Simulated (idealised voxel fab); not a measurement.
Presented below is a process module, voxel trench capacitor.
It is cross-section cut that appears here, measuring 240 nm in width, its square cells being 5 nm in size.
Bands, listed from the top down, are how a cross-section gets written in this document; the cross-section itself is a grid of square cells, and a band is one or more rows of them. In this notation a band is specified by the heights of its top and bottom, in that order and in nm, after which its materials appear from left to right, each paired with its width in nm. The word "edge to edge" attached to a single material means that material fills the band from edge to edge; the word "empty" stands for empty space. Height 0 is the level under which the wafer as received is all one material. The lowest band goes on downwards, as in "0..down". Read "30..40" as a graded width: first number on top, second number at the bottom, same change between each pair of neighbouring rows. Where the words "remains unaltered" appear for a step, the cross-section shows no cell changed by that step; every cell remained as before. Voids not open to the top, 8 cells minimum: see "Unvented internal voids". Written width x height at distance; distance is from the left edge; nm. The remark found on a step's line after its settings is issued by the simulator itself and pertains to that step. overlay nm, on a step with a mask: how far to the right of its planned place the mask lay; to the left if negative.

### Steps in the process plan
1,RECEIVE,material Si
2,CONFORMAL_DEP,material SiN,thk nm 10
3,MASKED_ETCH,tone open,mask id TRENCH,width nm 25,pitch nm 40,etch materials SiN,depth nm 10,overlay nm 0
4,MASKED_ETCH,tone open,mask id TRENCH,width nm 25,pitch nm 40,etch materials Si,depth nm 25,overlay nm 0
5,CONFORMAL_DEP,material Al2O3,thk nm 5
6,CONFORMAL_DEP,material TiN,thk nm 5
7,FILL_DEP,material W,thk nm 10
8,CMP,height nm 10

### Wafer cross-section on receipt, i.e. after step 1
- 0..down | Si edge to edge
- Unvented internal voids: none

### The following cross-section depicts the wafer upon conclusion of the module. Processing commenced from the starting condition illustrated above and adhered to the plan illustrated above, save for one mistake in execution
- 10..0 | SiN (50), Al2O3 (5), TiN (10), Al2O3 (5), SiN (20), Al2O3 (5), TiN (10), Al2O3 (5), SiN (20), Al2O3 (5), TiN (10), Al2O3 (5), SiN (20), Al2O3 (5), TiN (10), Al2O3 (5), SiN (50)
- 0..-20 | Si (50), Al2O3 (5), TiN (10), Al2O3 (5), Si (20), Al2O3 (5), TiN (10), Al2O3 (5), Si (20), Al2O3 (5), TiN (10), Al2O3 (5), Si (20), Al2O3 (5), TiN (10), Al2O3 (5), Si (50)
- -20..-25 | Si (50), Al2O3 (20), Si (20), Al2O3 (20), Si (20), Al2O3 (20), Si (20), Al2O3 (20), Si (50)
- -25..down | Si edge to edge
- Unvented internal voids: none
The plan and the run diverged here: it should be noted that step 3 was executed with settings other than those planned, the operation and settings actually applied being MASKED_ETCH,tone open,mask id TRENCH,width nm 20,pitch nm 40,etch materials SiN,depth nm 10,overlay nm 0
